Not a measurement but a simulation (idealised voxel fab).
process module | voxel transistor to metal
cross-section cut | 150 nm wide | cells 5 nm
A cross-section is a grid of square cells, given in bands from the top down. A band is one or more rows of cells.
Each band's line starts with the height of the band's top and of its bottom, in nm. Then come its materials from left to right, each with its width in nm. One material with "throughout" fills the band from edge to edge. "air" is empty space.
Height 0 is the level under which the wafer as received is all one material. The lowest band goes on downwards, as in "0 down".
A width such as "30 to 40" changes by the same amount from each row of cells to the next, from the band's top row to its bottom row.
"no change" after a step means that no cell of the cross-section changed.
closed voids: empty space of 8 cells or more with no open way to the top, each as width x height at its distance from the left edge, in nm
after a step's settings: what the simulator itself notes on the step
overlay nm, on a step with a mask: how far to the right of its planned place the mask lay; to the left if negative
Each pair below shows a cross-section before one step and the cross-section after it, down to the lowest band that changed. The line under each pair gives the step between them, with its settings. The pairs can come from different runs of this module on the same starting wafer, so a pair continues from the pair above only where its "before" says so.
before
  60 to 45: air 65 | aC 20 | air 65
  45 to 30: air 65 | SiCN 20 | air 65
  30 to 5: air 65 | polySi 20 | air 65
  5 to 0: SiO2 25 | air 40 | polySi 20 | air 40 | SiO2 25
  0 to -15: SiO2 throughout
  -15 to -30: SiO2 30 | Si 90 | SiO2 30
  -30 down: Si throughout
  closed voids: none
after
  45 to 30: air 65 | SiCN 20 | air 65
  below 30: unchanged
  closed voids: none
the step between: op STRIP | etch materials aC
before: the cross-section after the pair above
after
  50 to 45: air 60 | SiN 30 | air 60
  45 to 30: air 60 | SiN 5 | SiCN 20 | SiN 5 | air 60
  30 to 10: air 60 | SiN 5 | polySi 20 | SiN 5 | air 60
  10 to 5: SiN 30 | air 30 | SiN 5 | polySi 20 | SiN 5 | air 30 | SiN 30
  5 to 0: SiO2 25 | SiN 40 | polySi 20 | SiN 40 | SiO2 25
  below 0: unchanged
  closed voids: none
the step between: op CONFORMAL_DEP | material SiN | thk nm 5
before: the cross-section after the pair above
after
  45 to 30: air 60 | SiN 5 | SiCN 20 | SiN 5 | air 60
  30 to 5: air 60 | SiN 5 | polySi 20 | SiN 5 | air 60
  5 to 0: SiO2 25 | SiN 5 | air 30 | SiN 5 | polySi 20 | SiN 5 | air 30 | SiN 5 | SiO2 25
  below 0: unchanged
  closed voids: none
the step between: op DIRECTIONAL_ETCH | etch materials SiN | depth nm 5
before: the cross-section after the pair above
after
  45 to 30: air 60 | SiN 5 | SiCN 20 | SiN 5 | air 60
  30 to 5: air 60 | SiN 5 | polySi 20 | SiN 5 | air 60
  5 to 0: air 25 | SiN 5 | air 30 | SiN 5 | polySi 20 | SiN 5 | air 30 | SiN 5 | air 25
  0 to -5: SiO2 30 | air 30 | SiO2 30 | air 30 | SiO2 30
  below -5: unchanged
  closed voids: none
the step between: op DIRECTIONAL_ETCH | etch materials SiO2 | depth nm 5
before: the cross-section after the pair above
after
  55 to 45: SiO2 throughout
  45 to 30: SiO2 60 | SiN 5 | SiCN 20 | SiN 5 | SiO2 60
  30 to 5: SiO2 60 | SiN 5 | polySi 20 | SiN 5 | SiO2 60
  5 to 0: SiO2 25 | SiN 5 | SiO2 30 | SiN 5 | polySi 20 | SiN 5 | SiO2 30 | SiN 5 | SiO2 25
  0 to -15: SiO2 throughout
  below -15: unchanged
  closed voids: none
the step between: op FILL_DEP | material SiO2 | thk nm 10
before: the cross-section after the pair above
after
  45 to 30: SiO2 60 | SiN 5 | SiCN 20 | SiN 5 | SiO2 60
  below 30: unchanged
  closed voids: none
the step between: op CMP | height nm 45
before: the cross-section after the pair above
after
  60 to 45: SiO2 throughout
  below 45: unchanged
  closed voids: none
the step between: op DIRECTIONAL_DEP | material SiO2 | thk nm 15
before: the cross-section after the pair above
after
  75 to 60: aC throughout
  below 60: unchanged
  closed voids: none
the step between: op DIRECTIONAL_DEP | material aC | thk nm 15
before: the cross-section after the pair above
after
  110 to 75: resist 35 | air 15 | resist 50 | air 15 | resist 35
  below 75: unchanged
  closed voids: none
the step between: op PATTERN | tone open | mask id CONTACT | material resist | width nm 15 | pitch nm 65 | thk nm 35 | overlay nm 0
before: the cross-section after the pair above
after
  95 to 75: resist 35 | air 15 | resist 50 | air 15 | resist 35
  75 to 60: aC 35 | air 15 | aC 50 | air 15 | aC 35
  below 60: unchanged
  closed voids: none
the step between: op DIRECTIONAL_ETCH | etch materials aC | depth nm 15
before: the cross-section after the pair above
after
  75 to 60: aC 35 | air 15 | aC 50 | air 15 | aC 35
  below 60: unchanged
  closed voids: none
the step between: op STRIP | etch materials resist
before: the cross-section after the pair above
after
  75 to 60: aC 35 | air 15 | aC 50 | air 15 | aC 35
  60 to 45: SiO2 35 | air 15 | SiO2 50 | air 15 | SiO2 35
  45 to 30: SiO2 35 | air 15 | SiO2 10 | SiN 5 | SiCN 20 | SiN 5 | SiO2 10 | air 15 | SiO2 35
  30 to 5: SiO2 35 | air 15 | SiO2 10 | SiN 5 | polySi 20 | SiN 5 | SiO2 10 | air 15 | SiO2 35
  5 to 0: SiO2 25 | SiN 5 | SiO2 5 | air 15 | SiO2 10 | SiN 5 | polySi 20 | SiN 5 | SiO2 10 | air 15 | SiO2 5 | SiN 5 | SiO2 25
  below 0: unchanged
  closed voids: none
the step between: op DIRECTIONAL_ETCH | etch materials SiO2 | depth nm 60
before: the cross-section after the pair above
after
  60 to 45: SiO2 35 | air 15 | SiO2 50 | air 15 | SiO2 35
  below 45: unchanged
  closed voids: none
the step between: op STRIP | etch materials aC
before: the cross-section after the pair above
after
  65 to 60: TiN 40 | air 5 | TiN 60 | air 5 | TiN 40
  60 to 45: SiO2 35 | TiN 5 | air 5 | TiN 5 | SiO2 50 | TiN 5 | air 5 | TiN 5 | SiO2 35
  45 to 30: SiO2 35 | TiN 5 | air 5 | TiN 5 | SiO2 10 | SiN 5 | SiCN 20 | SiN 5 | SiO2 10 | TiN 5 | air 5 | TiN 5 | SiO2 35
  30 to 5: SiO2 35 | TiN 5 | air 5 | TiN 5 | SiO2 10 | SiN 5 | polySi 20 | SiN 5 | SiO2 10 | TiN 5 | air 5 | TiN 5 | SiO2 35
  5 to 0: SiO2 25 | SiN 5 | SiO2 5 | TiN 15 | SiO2 10 | SiN 5 | polySi 20 | SiN 5 | SiO2 10 | TiN 15 | SiO2 5 | SiN 5 | SiO2 25
  below 0: unchanged
  closed voids: none
the step between: op CONFORMAL_DEP | material TiN | thk nm 5
before: the cross-section after the pair above
after
  70 to 65: Ru throughout
  65 to 60: TiN 40 | Ru 5 | TiN 60 | Ru 5 | TiN 40
  60 to 45: SiO2 35 | TiN 5 | Ru 5 | TiN 5 | SiO2 50 | TiN 5 | Ru 5 | TiN 5 | SiO2 35
  45 to 30: SiO2 35 | TiN 5 | Ru 5 | TiN 5 | SiO2 10 | SiN 5 | SiCN 20 | SiN 5 | SiO2 10 | TiN 5 | Ru 5 | TiN 5 | SiO2 35
  30 to 5: SiO2 35 | TiN 5 | Ru 5 | TiN 5 | SiO2 10 | SiN 5 | polySi 20 | SiN 5 | SiO2 10 | TiN 5 | Ru 5 | TiN 5 | SiO2 35
  below 5: unchanged
  closed voids: none
the step between: op FILL_DEP | material Ru | thk nm 5
before: the cross-section after the pair above
after
  60 to 45: SiO2 35 | TiN 5 | Ru 5 | TiN 5 | SiO2 50 | TiN 5 | Ru 5 | TiN 5 | SiO2 35
  below 45: unchanged
  closed voids: none
the step between: op CMP | height nm 60
before: the cross-section after the pair above
after
  65 to 60: SiN throughout
  below 60: unchanged
  closed voids: none
the step between: op CONFORMAL_DEP | material SiN | thk nm 5
before: the cross-section after the pair above
after
  90 to 65: SiO2 throughout
  below 65: unchanged
  closed voids: none
the step between: op DIRECTIONAL_DEP | material SiO2 | thk nm 25
before: the cross-section after the pair above
after
  90 to 65: SiO2 35 | air 15 | SiO2 50 | air 15 | SiO2 35
  below 65: unchanged
  closed voids: none
the step between: op MASKED_ETCH | tone open | mask id METAL_1 | width nm 15 | pitch nm 65 | etch materials SiO2 | depth nm 25 | overlay nm 0
before: the cross-section after the pair above
after
  90 to 65: SiO2 35 | air 15 | SiO2 50 | air 15 | SiO2 35
  65 to 60: SiN 35 | air 15 | SiN 50 | air 15 | SiN 35
  below 60: unchanged
  closed voids: none
the step between: op MASKED_ETCH | tone open | mask id METAL_1 | width nm 15 | pitch nm 65 | etch materials SiN | depth nm 5 | overlay nm 0
before: the cross-section after the pair above
after
  95 to 90: TiN 40 | air 5 | TiN 60 | air 5 | TiN 40
  90 to 65: SiO2 35 | TiN 5 | air 5 | TiN 5 | SiO2 50 | TiN 5 | air 5 | TiN 5 | SiO2 35
  65 to 60: SiN 35 | TiN 15 | SiN 50 | TiN 15 | SiN 35
  below 60: unchanged
  closed voids: none
the step between: op CONFORMAL_DEP | material TiN | thk nm 5
before: the cross-section after the pair above
after
  100 to 95: Ru throughout
  95 to 90: TiN 40 | Ru 5 | TiN 60 | Ru 5 | TiN 40
  90 to 65: SiO2 35 | TiN 5 | Ru 5 | TiN 5 | SiO2 50 | TiN 5 | Ru 5 | TiN 5 | SiO2 35
  below 65: unchanged
  closed voids: none
the step between: op FILL_DEP | material Ru | thk nm 5
before: the cross-section after the pair above
after
  90 to 65: SiO2 35 | TiN 5 | Ru 5 | TiN 5 | SiO2 50 | TiN 5 | Ru 5 | TiN 5 | SiO2 35
  below 65: unchanged
  closed voids: none
the step between: op CMP | height nm 90
before: the cross-section after the pair above
after
  95 to 90: SiCN throughout
  below 90: unchanged
  closed voids: none
the step between: op CONFORMAL_DEP | material SiCN | thk nm 5
before
  15 to 5: SiN throughout
  5 to 0: SiO2 throughout
  0 down: Si throughout
  closed voids: none
after
  30 to 15: air 35 | resist 85 | air 30
  below 15: unchanged
  closed voids: none
the step between: op PATTERN | tone cover | mask id ACTIVE | material resist | width nm 85 | thk nm 15 | overlay nm 0
before: the cross-section after the pair above
after
  30 to 15: air 35 | resist 85 | air 30
  15 to 5: air 35 | SiN 85 | air 30
  below 5: unchanged
  closed voids: none
the step between: op DIRECTIONAL_ETCH | etch materials SiN | depth nm 10
before: the cross-section after the pair above
after
  30 to 15: air 35 | resist 85 | air 30
  15 to 5: air 35 | SiN 85 | air 30
  5 to 0: air 35 | SiO2 85 | air 30
  below 0: unchanged
  closed voids: none
the step between: op DIRECTIONAL_ETCH | etch materials SiO2 | depth nm 5
before: the cross-section after the pair above
after
  30 to 15: air 35 | resist 85 | air 30
  15 to 5: air 35 | SiN 85 | air 30
  5 to 0: air 35 | SiO2 85 | air 30
  0 to -30: air 35 | Si 85 | air 30
  below -30: unchanged
  closed voids: none
the step between: op DIRECTIONAL_ETCH | etch materials Si | depth nm 30
before: the cross-section after the pair above
after
  15 to 5: air 35 | SiN 85 | air 30
  below 5: unchanged
  closed voids: none
the step between: op STRIP | etch materials resist
before: the cross-section after the pair above
after
  20 to 15: SiO2 throughout
  15 to 5: SiO2 35 | SiN 85 | SiO2 30
  5 to 0: SiO2 throughout
  0 to -30: SiO2 35 | Si 85 | SiO2 30
  below -30: unchanged
  closed voids: none
the step between: op FILL_DEP | material SiO2 | thk nm 5
before: the cross-section after the pair above
after
  15 to 5: SiO2 35 | SiN 85 | SiO2 30
  below 5: unchanged
  closed voids: none
the step between: op CMP | height nm 15
before: the cross-section after the pair above
after
  15 to 10: air 35 | SiN 85 | air 30
  below 10: unchanged
  closed voids: none
the step between: op SELECTIVE_ETCH | etch materials SiO2 | depth nm 5
before: the cross-section after the pair above
after
  10 to 5: SiO2 35 | air 85 | SiO2 30
  below 5: unchanged
  closed voids: none
the step between: op STRIP | etch materials SiN
before: the cross-section after the pair above
after
  5 to 0: SiO2 30 | air 95 | SiO2 25
  below 0: unchanged
  closed voids: none
the step between: op SELECTIVE_ETCH | etch materials SiO2 | depth nm 5
before: the cross-section after the pair above
after
  5 to 0: SiO2 30 | air 95 | SiO2 25
  0 to -5: SiO2 throughout
  below -5: unchanged
  closed voids: none
the step between: op OXIDIZE | depth nm 5
before: the cross-section after the pair above
after
  35 to 30: polySi 30 | air 95 | polySi 25
  30 to 5: polySi throughout
  5 to 0: SiO2 30 | polySi 95 | SiO2 25
  below 0: unchanged
  closed voids: none
the step between: op DIRECTIONAL_DEP | material polySi | thk nm 30
before: the cross-section after the pair above
after
  50 to 45: SiCN 30 | air 95 | SiCN 25
  45 to 35: SiCN throughout
  35 to 30: polySi 30 | SiCN 95 | polySi 25
  below 30: unchanged
  closed voids: none
the step between: op DIRECTIONAL_DEP | material SiCN | thk nm 15
before: the cross-section after the pair above
after
  65 to 60: aC 30 | air 95 | aC 25
  60 to 50: aC throughout
  50 to 45: SiCN 30 | aC 95 | SiCN 25
  below 45: unchanged
  closed voids: none
the step between: op DIRECTIONAL_DEP | material aC | thk nm 15
before: the cross-section after the pair above
after
  100 to 65: air 65 | resist 20 | air 65
  65 to 60: aC 30 | air 35 | resist 20 | air 40 | aC 25
  below 60: unchanged
  closed voids: none
the step between: op PATTERN | tone cover | mask id GATE | material resist | width nm 20 | thk nm 35 | overlay nm 0
before: the cross-section after the pair above
after
  85 to 60: air 65 | resist 20 | air 65
  60 to 50: air 65 | aC 20 | air 65
  50 to 45: SiCN 30 | air 35 | aC 20 | air 40 | SiCN 25
  below 45: unchanged
  closed voids: none
the step between: op DIRECTIONAL_ETCH | etch materials aC | depth nm 15
before: the cross-section after the pair above
after
  60 to 50: air 65 | aC 20 | air 65
  below 50: unchanged
  closed voids: none
the step between: op STRIP | etch materials resist
before: the cross-section after the pair above
after
  60 to 45: air 65 | aC 20 | air 65
  45 to 35: air 65 | SiCN 20 | air 65
  35 to 30: polySi 30 | air 35 | SiCN 20 | air 40 | polySi 25
  below 30: unchanged
  closed voids: none
the step between: op DIRECTIONAL_ETCH | etch materials SiCN | depth nm 25
before: the cross-section after the pair above
after
  60 to 45: air 65 | aC 20 | air 65
  45 to 30: air 65 | SiCN 20 | air 65
  30 to 5: air 65 | polySi 20 | air 65
  5 to 0: SiO2 30 | air 35 | polySi 20 | air 40 | SiO2 25
  below 0: unchanged
  closed voids: none
the step between: op DIRECTIONAL_ETCH | etch materials polySi | depth nm 40
before: the cross-section after the pair above
after
  45 to 30: air 65 | SiCN 20 | air 65
  below 30: unchanged
  closed voids: none
the step between: op STRIP | etch materials aC
before: the cross-section after the pair above
after
  50 to 45: air 60 | SiN 30 | air 60
  45 to 30: air 60 | SiN 5 | SiCN 20 | SiN 5 | air 60
  30 to 10: air 60 | SiN 5 | polySi 20 | SiN 5 | air 60
  10 to 5: SiN 35 | air 25 | SiN 5 | polySi 20 | SiN 5 | air 30 | SiN 30
  5 to 0: SiO2 30 | SiN 35 | polySi 20 | SiN 40 | SiO2 25
  below 0: unchanged
  closed voids: none
the step between: op CONFORMAL_DEP | material SiN | thk nm 5
before: the cross-section after the pair above
after
  45 to 30: air 60 | SiN 5 | SiCN 20 | SiN 5 | air 60
  30 to 5: air 60 | SiN 5 | polySi 20 | SiN 5 | air 60
  5 to 0: SiO2 30 | SiN 5 | air 25 | SiN 5 | polySi 20 | SiN 5 | air 30 | SiN 5 | SiO2 25
  below 0: unchanged
  closed voids: none
the step between: op DIRECTIONAL_ETCH | etch materials SiN | depth nm 5
before: the cross-section after the pair above
after
  45 to 30: air 60 | SiN 5 | SiCN 20 | SiN 5 | air 60
  30 to 5: air 60 | SiN 5 | polySi 20 | SiN 5 | air 60
  5 to 0: air 30 | SiN 5 | air 25 | SiN 5 | polySi 20 | SiN 5 | air 30 | SiN 5 | air 25
  0 to -5: SiO2 35 | air 25 | SiO2 30 | air 30 | SiO2 30
  below -5: unchanged
  closed voids: none
the step between: op DIRECTIONAL_ETCH | etch materials SiO2 | depth nm 5
before: the cross-section after the pair above
after
  45 to 30: air 60 | SiN 5 | SiCN 20 | SiN 5 | air 60
  30 to 5: air 60 | SiN 5 | polySi 20 | SiN 5 | air 60
  5 to 0: air 30 | SiN 5 | air 25 | SiN 5 | polySi 20 | SiN 5 | air 30 | SiN 5 | air 25
  0 to -5: SiO2 35 | air 25 | SiO2 30 | air 30 | SiO2 30
  -5 to -15: SiO2 35 | air 25 | Si 30 | air 30 | SiO2 30
  below -15: unchanged
  closed voids: none
the step between: op DIRECTIONAL_ETCH | etch materials Si | depth nm 10
before: the cross-section after the pair above
after
  45 to 30: air 60 | SiN 5 | SiCN 20 | SiN 5 | air 60
  30 to 10: air 60 | SiN 5 | polySi 20 | SiN 5 | air 60
  10 to 5: air 45 | SiGe 15 | SiN 5 | polySi 20 | SiN 5 | SiGe 15 | air 45
  5 to 0: air 30 | SiN 5 | air 10 | SiGe 15 | SiN 5 | polySi 20 | SiN 5 | SiGe 15 | air 15 | SiN 5 | air 25
  0 to -5: SiO2 35 | SiGe 25 | SiO2 30 | SiGe 30 | SiO2 30
  -5 to -15: SiO2 35 | SiGe 25 | Si 30 | SiGe 30 | SiO2 30
  below -15: unchanged
  closed voids: none
the step between: op EPI | material SiGe | thk nm 15
before: the cross-section after the pair above
after
  55 to 45: SiO2 throughout
  45 to 30: SiO2 60 | SiN 5 | SiCN 20 | SiN 5 | SiO2 60
  30 to 10: SiO2 60 | SiN 5 | polySi 20 | SiN 5 | SiO2 60
  10 to 5: SiO2 45 | SiGe 15 | SiN 5 | polySi 20 | SiN 5 | SiGe 15 | SiO2 45
  5 to 0: SiO2 30 | SiN 5 | SiO2 10 | SiGe 15 | SiN 5 | polySi 20 | SiN 5 | SiGe 15 | SiO2 15 | SiN 5 | SiO2 25
  below 0: unchanged
  closed voids: none
the step between: op FILL_DEP | material SiO2 | thk nm 10
before: the cross-section after the pair above
after
  45 to 30: SiO2 60 | SiN 5 | SiCN 20 | SiN 5 | SiO2 60
  below 30: unchanged
  closed voids: none
the step between: op CMP | height nm 45
before: the cross-section after the pair above
after
  60 to 45: SiO2 throughout
  below 45: unchanged
  closed voids: none
the step between: op DIRECTIONAL_DEP | material SiO2 | thk nm 15
before: the cross-section after the pair above
after
  75 to 60: aC throughout
  below 60: unchanged
  closed voids: none
the step between: op DIRECTIONAL_DEP | material aC | thk nm 15
before: the cross-section after the pair above
after
  110 to 75: resist 35 | air 15 | resist 50 | air 15 | resist 35
  below 75: unchanged
  closed voids: none
the step between: op PATTERN | tone open | mask id CONTACT | material resist | width nm 15 | pitch nm 65 | thk nm 35 | overlay nm 0
before: the cross-section after the pair above
after
  95 to 75: resist 35 | air 15 | resist 50 | air 15 | resist 35
  75 to 60: aC 35 | air 15 | aC 50 | air 15 | aC 35
  below 60: unchanged
  closed voids: none
the step between: op DIRECTIONAL_ETCH | etch materials aC | depth nm 15
before: the cross-section after the pair above
after
  75 to 60: aC 35 | air 15 | aC 50 | air 15 | aC 35
  below 60: unchanged
  closed voids: none
the step between: op STRIP | etch materials resist
before: the cross-section after the pair above
after
  75 to 60: aC 35 | air 15 | aC 50 | air 15 | aC 35
  60 to 45: SiO2 35 | air 15 | SiO2 50 | air 15 | SiO2 35
  45 to 30: SiO2 35 | air 15 | SiO2 10 | SiN 5 | SiCN 20 | SiN 5 | SiO2 10 | air 15 | SiO2 35
  30 to 10: SiO2 35 | air 15 | SiO2 10 | SiN 5 | polySi 20 | SiN 5 | SiO2 10 | air 15 | SiO2 35
  10 to 5: SiO2 35 | air 10 | SiGe 15 | SiN 5 | polySi 20 | SiN 5 | SiGe 15 | air 10 | SiO2 35
  5 to 0: SiO2 30 | SiN 5 | air 10 | SiGe 15 | SiN 5 | polySi 20 | SiN 5 | SiGe 15 | air 10 | SiO2 5 | SiN 5 | SiO2 25
  below 0: unchanged
  closed voids: none
the step between: op DIRECTIONAL_ETCH | etch materials SiO2 | depth nm 60
before: the cross-section after the pair above
after
  60 to 45: SiO2 35 | air 15 | SiO2 50 | air 15 | SiO2 35
  below 45: unchanged
  closed voids: none
the step between: op STRIP | etch materials aC
before: the cross-section after the pair above
after
  65 to 60: TiN 40 | air 5 | TiN 60 | air 5 | TiN 40
  60 to 45: SiO2 35 | TiN 5 | air 5 | TiN 5 | SiO2 50 | TiN 5 | air 5 | TiN 5 | SiO2 35
  45 to 30: SiO2 35 | TiN 5 | air 5 | TiN 5 | SiO2 10 | SiN 5 | SiCN 20 | SiN 5 | SiO2 10 | TiN 5 | air 5 | TiN 5 | SiO2 35
  30 to 15: SiO2 35 | TiN 5 | air 5 | TiN 5 | SiO2 10 | SiN 5 | polySi 20 | SiN 5 | SiO2 10 | TiN 5 | air 5 | TiN 5 | SiO2 35
  15 to 10: SiO2 35 | TiN 15 | SiO2 10 | SiN 5 | polySi 20 | SiN 5 | SiO2 10 | TiN 15 | SiO2 35
  10 to 5: SiO2 35 | TiN 10 | SiGe 15 | SiN 5 | polySi 20 | SiN 5 | SiGe 15 | TiN 10 | SiO2 35
  5 to 0: SiO2 30 | SiN 5 | TiN 10 | SiGe 15 | SiN 5 | polySi 20 | SiN 5 | SiGe 15 | TiN 10 | SiO2 5 | SiN 5 | SiO2 25
  below 0: unchanged
  closed voids: none
the step between: op CONFORMAL_DEP | material TiN | thk nm 5
before: the cross-section after the pair above
after
  70 to 65: Ru throughout
  65 to 60: TiN 40 | Ru 5 | TiN 60 | Ru 5 | TiN 40
  60 to 45: SiO2 35 | TiN 5 | Ru 5 | TiN 5 | SiO2 50 | TiN 5 | Ru 5 | TiN 5 | SiO2 35
  45 to 30: SiO2 35 | TiN 5 | Ru 5 | TiN 5 | SiO2 10 | SiN 5 | SiCN 20 | SiN 5 | SiO2 10 | TiN 5 | Ru 5 | TiN 5 | SiO2 35
  30 to 15: SiO2 35 | TiN 5 | Ru 5 | TiN 5 | SiO2 10 | SiN 5 | polySi 20 | SiN 5 | SiO2 10 | TiN 5 | Ru 5 | TiN 5 | SiO2 35
  below 15: unchanged
  closed voids: none
the step between: op FILL_DEP | material Ru | thk nm 5
before: the cross-section after the pair above
after
  60 to 45: SiO2 35 | TiN 5 | Ru 5 | TiN 5 | SiO2 50 | TiN 5 | Ru 5 | TiN 5 | SiO2 35
  below 45: unchanged
  closed voids: none
the step between: op CMP | height nm 60
before: the cross-section after the pair above
after
  65 to 60: SiN throughout
  below 60: unchanged
  closed voids: none
the step between: op CONFORMAL_DEP | material SiN | thk nm 5
before: the cross-section after the pair above
after
  90 to 65: SiO2 throughout
  below 65: unchanged
  closed voids: none
the step between: op DIRECTIONAL_DEP | material SiO2 | thk nm 25
before: the cross-section after the pair above
after
  90 to 65: SiO2 35 | air 15 | SiO2 50 | air 15 | SiO2 35
  below 65: unchanged
  closed voids: none
the step between: op MASKED_ETCH | tone open | mask id METAL_1 | width nm 15 | pitch nm 65 | etch materials SiO2 | depth nm 25 | overlay nm 0
before: the cross-section after the pair above
after
  90 to 65: SiO2 35 | air 15 | SiO2 50 | air 15 | SiO2 35
  65 to 60: SiN 35 | air 15 | SiN 50 | air 15 | SiN 35
  below 60: unchanged
  closed voids: none
the step between: op MASKED_ETCH | tone open | mask id METAL_1 | width nm 15 | pitch nm 65 | etch materials SiN | depth nm 5 | overlay nm 0
before: the cross-section after the pair above
after
  95 to 90: TiN 40 | air 5 | TiN 60 | air 5 | TiN 40
  90 to 65: SiO2 35 | TiN 5 | air 5 | TiN 5 | SiO2 50 | TiN 5 | air 5 | TiN 5 | SiO2 35
  65 to 60: SiN 35 | TiN 15 | SiN 50 | TiN 15 | SiN 35
  below 60: unchanged
  closed voids: none
the step between: op CONFORMAL_DEP | material TiN | thk nm 5
before: the cross-section after the pair above
after
  100 to 95: Ru throughout
  95 to 90: TiN 40 | Ru 5 | TiN 60 | Ru 5 | TiN 40
  90 to 65: SiO2 35 | TiN 5 | Ru 5 | TiN 5 | SiO2 50 | TiN 5 | Ru 5 | TiN 5 | SiO2 35
  below 65: unchanged
  closed voids: none
the step between: op FILL_DEP | material Ru | thk nm 5
before: the cross-section after the pair above
after
  90 to 65: SiO2 35 | TiN 5 | Ru 5 | TiN 5 | SiO2 50 | TiN 5 | Ru 5 | TiN 5 | SiO2 35
  below 65: unchanged
  closed voids: none
the step between: op CMP | height nm 90
before: the cross-section after the pair above
after
  95 to 90: SiCN throughout
  below 90: unchanged
  closed voids: none
the step between: op CONFORMAL_DEP | material SiCN | thk nm 5
before
  75 to 60: aC throughout
  60 to 45: SiO2 throughout
  45 to 30: SiO2 60 | SiN 5 | SiCN 20 | SiN 5 | SiO2 60
  30 to 10: SiO2 60 | SiN 5 | polySi 20 | SiN 5 | SiO2 60
  10 to 5: SiO2 45 | SiGe 15 | SiN 5 | polySi 20 | SiN 5 | SiGe 15 | SiO2 45
  5 to 0: SiO2 25 | SiN 5 | SiO2 15 | SiGe 15 | SiN 5 | polySi 20 | SiN 5 | SiGe 15 | SiO2 15 | SiN 5 | SiO2 25
  0 to -5: SiO2 30 | SiGe 30 | SiO2 30 | SiGe 30 | SiO2 30
  -5 to -15: SiO2 30 | SiGe 30 | Si 30 | SiGe 30 | SiO2 30
  -15 to -30: SiO2 30 | Si 90 | SiO2 30
  -30 down: Si throughout
  closed voids: none
after
  110 to 75: resist 30 | air 15 | resist 50 | air 15 | resist 40
  below 75: unchanged
  closed voids: none
the step between: op PATTERN | tone open | mask id CONTACT | material resist | width nm 15 | pitch nm 65 | thk nm 35 | overlay nm -5
before: the cross-section after the pair above
after
  95 to 75: resist 30 | air 15 | resist 50 | air 15 | resist 40
  75 to 60: aC 30 | air 15 | aC 50 | air 15 | aC 40
  below 60: unchanged
  closed voids: none
the step between: op DIRECTIONAL_ETCH | etch materials aC | depth nm 15
before: the cross-section after the pair above
after
  75 to 60: aC 30 | air 15 | aC 50 | air 15 | aC 40
  below 60: unchanged
  closed voids: none
the step between: op STRIP | etch materials resist
before: the cross-section after the pair above
after
  75 to 60: aC 30 | air 15 | aC 50 | air 15 | aC 40
  60 to 45: SiO2 30 | air 15 | SiO2 50 | air 15 | SiO2 40
  45 to 30: SiO2 30 | air 15 | SiO2 15 | SiN 5 | SiCN 20 | SiN 5 | SiO2 5 | air 15 | SiO2 40
  30 to 10: SiO2 30 | air 15 | SiO2 15 | SiN 5 | polySi 20 | SiN 5 | SiO2 5 | air 15 | SiO2 40
  10 to 5: SiO2 30 | air 15 | SiGe 15 | SiN 5 | polySi 20 | SiN 5 | SiGe 15 | air 5 | SiO2 40
  5 to 0: SiO2 25 | SiN 5 | air 15 | SiGe 15 | SiN 5 | polySi 20 | SiN 5 | SiGe 15 | air 5 | SiO2 10 | SiN 5 | SiO2 25
  below 0: unchanged
  closed voids: none
the step between: op DIRECTIONAL_ETCH | etch materials SiO2 | depth nm 60
before: the cross-section after the pair above
after
  60 to 45: SiO2 30 | air 15 | SiO2 50 | air 15 | SiO2 40
  below 45: unchanged
  closed voids: none
the step between: op STRIP | etch materials aC
before: the cross-section after the pair above
after
  65 to 60: TiN 35 | air 5 | TiN 60 | air 5 | TiN 45
  60 to 45: SiO2 30 | TiN 5 | air 5 | TiN 5 | SiO2 50 | TiN 5 | air 5 | TiN 5 | SiO2 40
  45 to 30: SiO2 30 | TiN 5 | air 5 | TiN 5 | SiO2 15 | SiN 5 | SiCN 20 | SiN 5 | SiO2 5 | TiN 5 | air 5 | TiN 5 | SiO2 40
  30 to 15: SiO2 30 | TiN 5 | air 5 | TiN 5 | SiO2 15 | SiN 5 | polySi 20 | SiN 5 | SiO2 5 | TiN 5 | air 5 | TiN 5 | SiO2 40
  15 to 10: SiO2 30 | TiN 5 | air 5 | TiN 5 | SiO2 15 | SiN 5 | polySi 20 | SiN 5 | SiO2 5 | TiN 15 | SiO2 40
  10 to 5: SiO2 30 | TiN 5 | air 5 | TiN 5 | SiGe 15 | SiN 5 | polySi 20 | SiN 5 | SiGe 15 | TiN 5 | SiO2 40
  5 to 0: SiO2 25 | SiN 5 | TiN 15 | SiGe 15 | SiN 5 | polySi 20 | SiN 5 | SiGe 15 | TiN 5 | SiO2 10 | SiN 5 | SiO2 25
  below 0: unchanged
  closed voids: none
the step between: op CONFORMAL_DEP | material TiN | thk nm 5
before: the cross-section after the pair above
after
  70 to 65: Ru throughout
  65 to 60: TiN 35 | Ru 5 | TiN 60 | Ru 5 | TiN 45
  60 to 45: SiO2 30 | TiN 5 | Ru 5 | TiN 5 | SiO2 50 | TiN 5 | Ru 5 | TiN 5 | SiO2 40
  45 to 30: SiO2 30 | TiN 5 | Ru 5 | TiN 5 | SiO2 15 | SiN 5 | SiCN 20 | SiN 5 | SiO2 5 | TiN 5 | Ru 5 | TiN 5 | SiO2 40
  30 to 15: SiO2 30 | TiN 5 | Ru 5 | TiN 5 | SiO2 15 | SiN 5 | polySi 20 | SiN 5 | SiO2 5 | TiN 5 | Ru 5 | TiN 5 | SiO2 40
  15 to 10: SiO2 30 | TiN 5 | Ru 5 | TiN 5 | SiO2 15 | SiN 5 | polySi 20 | SiN 5 | SiO2 5 | TiN 15 | SiO2 40
  10 to 5: SiO2 30 | TiN 5 | Ru 5 | TiN 5 | SiGe 15 | SiN 5 | polySi 20 | SiN 5 | SiGe 15 | TiN 5 | SiO2 40
  below 5: unchanged
  closed voids: none
the step between: op FILL_DEP | material Ru | thk nm 5
before: the cross-section after the pair above
after
  60 to 45: SiO2 30 | TiN 5 | Ru 5 | TiN 5 | SiO2 50 | TiN 5 | Ru 5 | TiN 5 | SiO2 40
  below 45: unchanged
  closed voids: none
the step between: op CMP | height nm 60
before: the cross-section after the pair above
after
  65 to 60: SiN throughout
  below 60: unchanged
  closed voids: none
the step between: op CONFORMAL_DEP | material SiN | thk nm 5
before: the cross-section after the pair above
after
  90 to 65: SiO2 throughout
  below 65: unchanged
  closed voids: none
the step between: op DIRECTIONAL_DEP | material SiO2 | thk nm 25
before: the cross-section after the pair above
after
  90 to 65: SiO2 35 | air 15 | SiO2 50 | air 15 | SiO2 35
  below 65: unchanged
  closed voids: none
the step between: op MASKED_ETCH | tone open | mask id METAL_1 | width nm 15 | pitch nm 65 | etch materials SiO2 | depth nm 25 | overlay nm 0
before: the cross-section after the pair above
after
  90 to 65: SiO2 35 | air 15 | SiO2 50 | air 15 | SiO2 35
  65 to 60: SiN 35 | air 15 | SiN 50 | air 15 | SiN 35
  below 60: unchanged
  closed voids: none
the step between: op MASKED_ETCH | tone open | mask id METAL_1 | width nm 15 | pitch nm 65 | etch materials SiN | depth nm 5 | overlay nm 0
